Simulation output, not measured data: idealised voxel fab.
Herein follows the process module entitled voxel wiring stack.
The width of the displayed cross-section, cut, is 250 nm; its cells are square, with a size of 5 nm.
Each cross-section below is a grid of square cells, stated as bands in top-down order, with one or more rows of cells making up each band.
Heights first: top, then bottom, in nm. Then materials, left to right, each with a width in nm. "everywhere" on a single material: fills the band edge to edge. "empty": empty space.
Beneath 0, the wafer as received is one material, and that level is where height counting begins. The lowest band goes on downward without a bottom; it is written like "z 0 and below".
The two numbers in a width such as "30..40" mark its ends across the band: the first belongs to the top row of cells, the second to the bottom row, and from each row to the next the width moves by the same amount.
No cell of the cross-section changed in a step that is given as "nothing different".
Empty spaces counting at least 8 cells and having no open way to the top are listed in "Sealed void inventory". The notation width x height at distance is used for each, the distance being from the left edge and all three values in nm.
Anything after a step's settings on that line? It's the simulator's own note about the step.
On any step carrying a mask, the "overlay nm" setting, if present on the step's line, tells how far right of its planned place the mask lay; negative values point to the left.
## plan
| 1 | RECEIVE with material Si |
| 2 | CONFORMAL_DEP with material SiO2, thk nm 10 |
| 3 | DIRECTIONAL_DEP with material TiN, thk nm 5 |
| 4 | DIRECTIONAL_DEP with material Ru, thk nm 15 |
| 5 | DIRECTIONAL_DEP with material aC, thk nm 10 |
| 6 | PATTERN with tone cover, mask id METAL_1, material resist, width nm 30, pitch nm 50, thk nm 25, overlay nm 0 |
| 7 | DIRECTIONAL_ETCH with etch materials aC, depth nm 10 |
| 8 | STRIP with etch materials resist |
| 9 | DIRECTIONAL_ETCH with etch materials Ru, depth nm 15 |
| 10 | DIRECTIONAL_ETCH with etch materials TiN, depth nm 5 |
| 11 | STRIP with etch materials aC |
| 12 | FILL_DEP with material SiO2, thk nm 5 |
| 13 | CMP with height nm 30 |
| 14 | CONFORMAL_DEP with material SiCN, thk nm 5 |
| 15 | DIRECTIONAL_DEP with material lowk, thk nm 30 |
| 16 | MASKED_ETCH with tone open, mask id METAL_2, width nm 30, pitch nm 50, etch materials lowk, depth nm 20, overlay nm 0 |
| 17 | MASKED_ETCH with tone open, mask id METAL_2_HOLES, width nm 15, pitch nm 100, etch materials lowk, depth nm 10, overlay nm 0 |
| 18 | MASKED_ETCH with tone open, mask id METAL_2_HOLES, width nm 15, pitch nm 100, etch materials SiCN, depth nm 5, overlay nm 0 |
| 19 | CONFORMAL_DEP with material TiN, thk nm 5 |
| 20 | FILL_DEP with material Ru, thk nm 5 |
| 21 | CMP with height nm 65 |
| 22 | CONFORMAL_DEP with material SiCN, thk nm 5 |
| 23 | DIRECTIONAL_DEP with material lowk, thk nm 10 |
| 24 | PATTERN with tone open, mask id PLUG_2, material resist, width nm 15, pitch nm 50, thk nm 20, overlay nm 0 |
| 25 | DIRECTIONAL_ETCH with etch materials lowk, depth nm 10 |
| 26 | DIRECTIONAL_ETCH with etch materials SiCN, depth nm 5 |
| 27 | STRIP with etch materials resist |
| 28 | EPI with material Ru, thk nm 10 |
| 29 | EPI with material Ru, thk nm 5 |
| 30 | CONFORMAL_DEP with material SiCN, thk nm 5 |
| 31 | DIRECTIONAL_DEP with material SiO2, thk nm 15 |
| 32 | PATTERN with tone open, mask id METAL_3, material resist, width nm 30, pitch nm 50, thk nm 15, overlay nm 0 |
| 33 | DIRECTIONAL_ETCH with etch materials SiO2, depth nm 25 |
| 34 | DIRECTIONAL_ETCH with etch materials SiCN, depth nm 5 |
| 35 | STRIP with etch materials resist |
| 36 | CONFORMAL_DEP with material TiN, thk nm 5 |
| 37 | FILL_DEP with material Ru, thk nm 5 |
| 38 | CMP with height nm 110 |
| 39 | CONFORMAL_DEP with material SiN, thk nm 5 |
Variable across wafers: step 31 thk nm (plan value is that of the first wafer; starting state common to all).
## As received, i.e. after step 1: cross-section through the first of several wafers
  z 0 and below | Si everywhere
  Sealed void inventory: none
## The following table contains a row per wafer, in which are reported, at the conclusion of the module, the cells of each material gained (+) or lost (-) since the wafer's receipt, with its closed voids given thereafter
thk nm 15; +221 Ru; +117 SiCN; +50 SiN; +324 SiO2; +140 TiN; +298 lowk; Sealed void inventory: none
thk nm 20; +183 Ru; +117 SiCN; +50 SiN; +356 SiO2; +146 TiN; +298 lowk; Sealed void inventory: none
thk nm 25; +183 Ru; +117 SiCN; +50 SiN; +388 SiO2; +114 TiN; +298 lowk; Sealed void inventory: none
thk nm 30; +159 Ru; +135 SiCN; +50 SiN; +406 SiO2; +102 TiN; +298 lowk; Sealed void inventory: none
thk nm 35; +147 Ru; +135 SiCN; +50 SiN; +424 SiO2; +96 TiN; +298 lowk; Sealed void inventory: none
thk nm 40; +135 Ru; +135 SiCN; +50 SiN; +442 SiO2; +90 TiN; +298 lowk; Sealed void inventory: none
